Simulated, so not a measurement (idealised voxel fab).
process module | voxel ribs on slabs
cross-section cut | 145 nm wide | cells 5 nm
A cross-section is a grid of square cells, given in bands from the top down. A band is one or more rows of cells.
Each band's line starts with the height of the band's top and of its bottom, in nm. Then come its materials from left to right, each with its width in nm. One material with "throughout" fills the band from edge to edge. "air" is empty space.
Height 0 is the level under which the wafer as received is all one material. The lowest band goes on downwards, as in "0 down".
A width such as "30 to 40" changes by the same amount from each row of cells to the next, from the band's top row to its bottom row.
"no change" after a step means that no cell of the cross-section changed.
closed voids: empty space of 8 cells or more with no open way to the top, each as width x height at its distance from the left edge, in nm
after a step's settings: what the simulator itself notes on the step
overlay nm, on a step with a mask: how far to the right of its planned place the mask lay; to the left if negative
plan
1 op RECEIVE | material Si
2 op DIRECTIONAL_DEP | material SiO2 | thk nm 25
3 op DIRECTIONAL_DEP | material polySi | thk nm 15
4 op DIRECTIONAL_DEP | material aC | thk nm 15
5 op PATTERN | tone cover | mask id RIB | material resist | width nm 25 | thk nm 35 | overlay nm 0
6 op DIRECTIONAL_ETCH | etch materials aC | depth nm 15
7 op STRIP | etch materials resist
8 op DIRECTIONAL_ETCH | etch materials polySi | depth nm 10
9 op STRIP | etch materials aC
10 op PATTERN | tone cover | mask id SLAB | material resist | width nm 55 | thk nm 15 | overlay nm 0
11 op DIRECTIONAL_ETCH | etch materials polySi | depth nm 5
12 op STRIP | etch materials resist
13 op FILL_DEP | material SiO2 | thk nm 25
14 op CMP | height nm 55
15 op DIRECTIONAL_DEP | material TiN | thk nm 5
16 op DIRECTIONAL_DEP | material aC | thk nm 10
17 op PATTERN | tone cover | mask id HEATER | material resist | width nm 35 | thk nm 25 | overlay nm 0
18 op DIRECTIONAL_ETCH | etch materials aC | depth nm 10
19 op STRIP | etch materials resist
20 op DIRECTIONAL_ETCH | etch materials TiN | depth nm 5
21 op STRIP | etch materials aC
22 op CONFORMAL_DEP | material SiN | thk nm 10
first wafer, as planned
as received, after step 1
  0 down: Si throughout
  closed voids: none
after step 2
  25 to 0: SiO2 throughout
  below 0: unchanged
after step 3
  40 to 25: polySi throughout
  below 25: unchanged
after step 4
  55 to 40: aC throughout
  below 40: unchanged
after step 5
  90 to 55: air 60 | resist 25 | air 60
  below 55: unchanged
after step 6
  75 to 55: air 60 | resist 25 | air 60
  55 to 40: air 60 | aC 25 | air 60
  below 40: unchanged
after step 7
  55 to 40: air 60 | aC 25 | air 60
  below 40: unchanged
after step 8
  55 to 40: air 60 | aC 25 | air 60
  40 to 30: air 60 | polySi 25 | air 60
  below 30: unchanged
after step 9
  40 to 30: air 60 | polySi 25 | air 60
  below 30: unchanged
after step 10
  55 to 40: air 45 | resist 55 | air 45
  40 to 30: air 45 | resist 15 | polySi 25 | resist 15 | air 45
  below 30: unchanged
after step 11
  55 to 40: air 45 | resist 55 | air 45
  40 to 30: air 45 | resist 15 | polySi 25 | resist 15 | air 45
  30 to 25: air 45 | polySi 55 | air 45
  below 25: unchanged
after step 12
  40 to 30: air 60 | polySi 25 | air 60
  below 30: unchanged
after step 13
  65 to 40: SiO2 throughout
  40 to 30: SiO2 60 | polySi 25 | SiO2 60
  30 to 25: SiO2 45 | polySi 55 | SiO2 45
  below 25: unchanged
after step 14
  55 to 40: SiO2 throughout
  below 40: unchanged
after step 15
  60 to 55: TiN throughout
  below 55: unchanged
after step 16
  70 to 60: aC throughout
  below 60: unchanged
after step 17
  95 to 70: air 55 | resist 35 | air 55
  below 70: unchanged
after step 18
  85 to 70: air 55 | resist 35 | air 55
  70 to 60: air 55 | aC 35 | air 55
  below 60: unchanged
after step 19
  70 to 60: air 55 | aC 35 | air 55
  below 60: unchanged
after step 20
  70 to 60: air 55 | aC 35 | air 55
  60 to 55: air 55 | TiN 35 | air 55
  below 55: unchanged
after step 21
  60 to 55: air 55 | TiN 35 | air 55
  below 55: unchanged
after step 22
  70 to 65: air 45 | SiN 55 | air 45
  65 to 60: SiN throughout
  60 to 55: SiN 55 | TiN 35 | SiN 55
  below 55: unchanged
second wafer: like start, like plan, one mistake. Through step 13 it matches the first wafer
when step 14 should have ended
  50 to 40: SiO2 throughout
  below 40: unchanged
when step 15 should have ended
  55 to 50: TiN throughout
  below 50: unchanged
when step 16 should have ended
  65 to 55: aC throughout
  below 55: unchanged
when step 17 should have ended
  90 to 65: air 55 | resist 35 | air 55
  below 65: unchanged
when step 18 should have ended
  80 to 65: air 55 | resist 35 | air 55
  65 to 55: air 55 | aC 35 | air 55
  below 55: unchanged
when step 19 should have ended
  65 to 55: air 55 | aC 35 | air 55
  below 55: unchanged
when step 20 should have ended
  65 to 55: air 55 | aC 35 | air 55
  55 to 50: air 55 | TiN 35 | air 55
  below 50: unchanged
when step 21 should have ended
  55 to 50: air 55 | TiN 35 | air 55
  below 50: unchanged
when step 22 should have ended
  65 to 60: air 45 | SiN 55 | air 45
  60 to 55: SiN throughout
  55 to 50: SiN 55 | TiN 35 | SiN 55
  below 50: unchanged
what went wrong: step 14 ran as: op CMP | height nm 50
at the end the second wafer has, in cells: 29 fewer of SiO2
